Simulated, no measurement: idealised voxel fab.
Name of the process module below: voxel spacer lines
In the cross-section labelled cut, the width is 295 nm and each square cell is 5 nm.
Cross-section format: a grid of square cells, given as bands from top to bottom; each band is one or more rows of cells. Basically the band line says how high the top is and how high the bottom is, in nm, and then what's in it from left to right, every material with its width in nm. Empty space shows up as "air", and if a single material carries "full width" it runs the full band edge to edge. Basically, 0 is our baseline, since under it the wafer straight out of the box is all one material. The bottom band has no lower end and keeps on going down, so it looks like "0..down". Read "30..40" as a graded width: first number on top, second number at the bottom, same change between each pair of neighbouring rows. Basically "no modification" means that step didn't change any cell in the cross-section. The list in "Fully sealed voids" covers empty spaces of 8 cells or more that cannot reach the top through any open way, and it gives each as width x height at distance; the distance is from the left edge, and width, height and distance are in nm. Anything after a step's settings on that line? It's the simulator's own note about the step. overlay nm: step with mask; distance mask lay right of planned place; negative value = left of planned place.
### Below is the list of planned process steps
1) RECEIVE, material Si
2) CONFORMAL_DEP, material Al2O3, thk nm 10
3) DIRECTIONAL_DEP, material TiN, thk nm 10
4) DIRECTIONAL_DEP, material aC, thk nm 20
5) PATTERN, tone cover, mask id MANDREL, material resist, width nm 15, pitch nm 70, thk nm 25, overlay nm 0
6) DIRECTIONAL_ETCH, etch materials aC, depth nm 20
7) STRIP, etch materials resist
8) CONFORMAL_DEP, material SiO2, thk nm 10
9) DIRECTIONAL_ETCH, etch materials SiO2, depth nm 10
10) STRIP, etch materials aC
11) DIRECTIONAL_ETCH, etch materials TiN, depth nm 10
12) STRIP, etch materials SiO2
13) FILL_DEP, material SiO2, thk nm 5
14) CMP, height nm 20
The plan's step 5 width nm is the first wafer's value; the wafers differ in this setting and start identical.
### Step 1 complete: as-received cross-section of the first of several wafers
- 0..down | Si full width
- Fully sealed voids: none
### After the module's final step, step 14: the first of several wafers in cross-section
- 20..10 | 60 of SiO2 / 10 of TiN / 15 of SiO2 / 10 of TiN / 35 of SiO2 / 10 of TiN / 15 of SiO2 / 10 of TiN / 35 of SiO2 / 10 of TiN / 15 of SiO2 / 10 of TiN / 60 of SiO2
- 10..0 | Al2O3 full width
- 0..down | Si full width
- Fully sealed voids: none
### Of the several wafers, the last: cross-section at the end of the module
- 20..10 | 50 of SiO2 / 10 of TiN / 40 of SiO2 / 10 of TiN / 10 of SiO2 / 10 of TiN / 40 of SiO2 / 10 of TiN / 10 of SiO2 / 10 of TiN / 40 of SiO2 / 10 of TiN / 45 of SiO2
- 10..0 | Al2O3 full width
- 0..down | Si full width
- Fully sealed voids: none
### Here is how to read the rows: every wafer has a row, and it shows the wafer at the end of the module, giving for each material how many cells were gained (+) or lost (-) since the wafer was received, then listing its closed voids
width nm 15; +118 Al2O3; +94 SiO2; +24 TiN; Fully sealed voids: none
width nm 20; +118 Al2O3; +94 SiO2; +24 TiN; Fully sealed voids: none
width nm 25; +118 Al2O3; +94 SiO2; +24 TiN; Fully sealed voids: none
width nm 30; +118 Al2O3; +94 SiO2; +24 TiN; Fully sealed voids: none
width nm 35; +118 Al2O3; +94 SiO2; +24 TiN; Fully sealed voids: none
width nm 40; +118 Al2O3; +94 SiO2; +24 TiN; Fully sealed voids: none
